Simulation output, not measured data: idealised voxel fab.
Documented hereafter: the process module known as voxel air gaps.
In the cross-section labelled cut, the width is 250 nm and each square cell is 5 nm.
A cross-section in this document is a grid of square cells, and it is written down as bands, the top band listed before the ones below it; a band is made up of one or more rows of cells.
Top, bottom (nm), then materials left to right with widths (nm); lone material tagged "throughout" fills the whole band edge to edge; "air" = empty space.
Height datum 0, below which the as-received substrate wafer is one material. Lowest band open at the bottom, running downward: "z 0 and below".
Width "30..40": first value at the band's top row of cells, second value at its bottom row, equal change from row to row.
Key: "no alterations made" - step with no changed cell in the cross-section.
"Listed closed voids" lists enclosed empty spaces (at least 8 cells, no open path upward to the top), each as width x height at distance from the left edge, in nm.
What comes after the settings on a step's line is commentary from the simulator itself on that step.
Steps that use a mask can have "overlay nm" on their line. It says how far the mask sat to the right of where it was meant to be. Negative means to the left.

Process steps foreseen in the plan:
1: RECEIVE (material Si)
2: CONFORMAL_DEP (material SiO2; thk nm 15)
3: CONFORMAL_DEP (material SiN; thk nm 5)
4: DIRECTIONAL_DEP (material SiO2; thk nm 40)
5: DIRECTIONAL_DEP (material aC; thk nm 15)
6: PATTERN (tone open; mask id LINES; material resist; width nm 15; pitch nm 40; thk nm 35; overlay nm -15)
7: DIRECTIONAL_ETCH (etch materials aC; depth nm 15)
8: STRIP (etch materials resist)
9: DIRECTIONAL_ETCH (etch materials SiO2; depth nm 40)
10: STRIP (etch materials aC)
11: CONFORMAL_DEP (material TiN; thk nm 5)
12: FILL_DEP (material Cu; thk nm 5)
13: CMP (height nm 60)
14: EPI (material Ru; thk nm 10)
15: SELECTIVE_ETCH (etch materials SiO2; depth nm 50)
16: CONFORMAL_DEP (material SiCN; thk nm 5)
The plan shows the overlay nm of step 6 as the first wafer had it; this setting differs between the wafers, which start out alike.

Incoming state of the first of several wafers in cross-section: after step 1:
> z 0 and below | Si throughout
> Listed closed voids: none

First of several wafers in cross-section at module end, following the final step, step 16:
> z 75 to 70 | 45 air  125 SiCN  80 air
> z 70 to 60 | 45 air  5 SiCN  35 Ru  5 SiCN  35 Ru  5 SiCN  35 Ru  5 SiCN  80 air
> z 60 to 55 | 45 air  15 SiCN  5 TiN  5 Cu  5 TiN  25 SiCN  5 TiN  5 Cu  5 TiN  25 SiCN  5 TiN  5 Cu  5 TiN  15 SiCN  80 air
> z 55 to 25 | 55 air  5 SiCN  5 TiN  5 Cu  5 TiN  5 SiCN  15 air  5 SiCN  5 TiN  5 Cu  5 TiN  5 SiCN  15 air  5 SiCN  5 TiN  5 Cu  5 TiN  5 SiCN  90 air
> z 25 to 20 | 60 SiCN  15 TiN  25 SiCN  15 TiN  25 SiCN  15 TiN  95 SiCN
> z 20 to 15 | SiN throughout
> z 15 to 0 | SiO2 throughout
> z 0 and below | Si throughout
> Listed closed voids: 15 x 30 at 80; 15 x 30 at 120

Last wafer of the set, cross-sectioned at end of module:
> z 75 to 70 | 75 air  125 SiCN  50 air
> z 70 to 60 | 75 air  5 SiCN  35 Ru  5 SiCN  35 Ru  5 SiCN  35 Ru  5 SiCN  50 air
> z 60 to 55 | 75 air  15 SiCN  5 TiN  5 Cu  5 TiN  25 SiCN  5 TiN  5 Cu  5 TiN  25 SiCN  5 TiN  5 Cu  5 TiN  15 SiCN  50 air
> z 55 to 25 | 85 air  5 SiCN  5 TiN  5 Cu  5 TiN  5 SiCN  15 air  5 SiCN  5 TiN  5 Cu  5 TiN  5 SiCN  15 air  5 SiCN  5 TiN  5 Cu  5 TiN  5 SiCN  60 air
> z 25 to 20 | 90 SiCN  15 TiN  25 SiCN  15 TiN  25 SiCN  15 TiN  65 SiCN
> z 20 to 15 | SiN throughout
> z 15 to 0 | SiO2 throughout
> z 0 and below | Si throughout
> Listed closed voids: 15 x 30 at 110; 15 x 30 at 150

Per wafer, end of module: cells gained (+) or lost (-) per material since receipt, then closed voids:
overlay nm -15 | +21 Cu | +42 Ru | +126 SiCN | +50 SiN | +150 SiO2 | +51 TiN | Listed closed voids: 15 x 30 at 80; 15 x 30 at 120
overlay nm -10 | +21 Cu | +42 Ru | +126 SiCN | +50 SiN | +150 SiO2 | +51 TiN | Listed closed voids: 15 x 30 at 85; 15 x 30 at 125
overlay nm -5 | +21 Cu | +42 Ru | +126 SiCN | +50 SiN | +150 SiO2 | +51 TiN | Listed closed voids: 15 x 30 at 90; 15 x 30 at 130
overlay nm 0 | +21 Cu | +42 Ru | +126 SiCN | +50 SiN | +150 SiO2 | +51 TiN | Listed closed voids: 15 x 30 at 95; 15 x 30 at 135
overlay nm 5 | +21 Cu | +42 Ru | +126 SiCN | +50 SiN | +150 SiO2 | +51 TiN | Listed closed voids: 15 x 30 at 100; 15 x 30 at 140
overlay nm 10 | +21 Cu | +42 Ru | +126 SiCN | +50 SiN | +150 SiO2 | +51 TiN | Listed closed voids: 15 x 30 at 105; 15 x 30 at 145
overlay nm 15 | +21 Cu | +42 Ru | +126 SiCN | +50 SiN | +150 SiO2 | +51 TiN | Listed closed voids: 15 x 30 at 110; 15 x 30 at 150
